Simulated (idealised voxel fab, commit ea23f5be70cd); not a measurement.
process module | voxel tone inversion
cross-section cut | 260 nm wide | cells 5 nm
A cross-section is a grid of square cells, given in bands from the top down. A band is one or more rows of cells.
Each band's line starts with the height of the band's top and of its bottom, in nm. Then come its materials from left to right, each with its width in nm. One material with "throughout" fills the band from edge to edge. "air" is empty space.
Height 0 is the level under which the wafer as received is all one material. The lowest band goes on downwards, as in "0 down".
A width such as "30 to 40" changes by the same amount from each row of cells to the next, from the band's top row to its bottom row.
"no change" after a step means that no cell of the cross-section changed.
closed voids: empty space of 8 cells or more with no open way to the top, each as width x height at its distance from the left edge, in nm
after a step's settings: what the simulator itself notes on the step
overlay nm, on a step with a mask: how far to the right of its planned place the mask lay; to the left if negative
plan
1 op RECEIVE | material Si
2 op CONFORMAL_DEP | material SiN | thk nm 10
3 op DIRECTIONAL_DEP | material aC | thk nm 25
4 op PATTERN | tone cover | mask id POSTS | material resist | width nm 25 | pitch nm 50 | thk nm 30 | overlay nm 0
5 op DIRECTIONAL_ETCH | etch materials aC | depth nm 25
6 op STRIP | etch materials resist
7 op FILL_DEP | material SiO2 | thk nm 5
8 op CMP | height nm 35
9 op STRIP | etch materials aC
as received, after step 1
  0 down: Si throughout
  closed voids: none
first wafer at the end, as planned
  35 to 10: SiO2 65 | air 25 | SiO2 25 | air 25 | SiO2 25 | air 25 | SiO2 70
  10 to 0: SiN throughout
  0 down: Si throughout
  closed voids: none
second wafer at the end: like start, like plan, one mistake
  35 to 10: air 65 | SiO2 25 | air 25 | SiO2 25 | air 25 | SiO2 25 | air 70
  10 to 0: SiN throughout
  0 down: Si throughout
  closed voids: none
what went wrong: step 4 ran as: op PATTERN | tone open | mask id POSTS | material resist | width nm 25 | pitch nm 50 | thk nm 30 | overlay nm 0
at the end the second wafer has, in cells: 110 fewer of SiO2
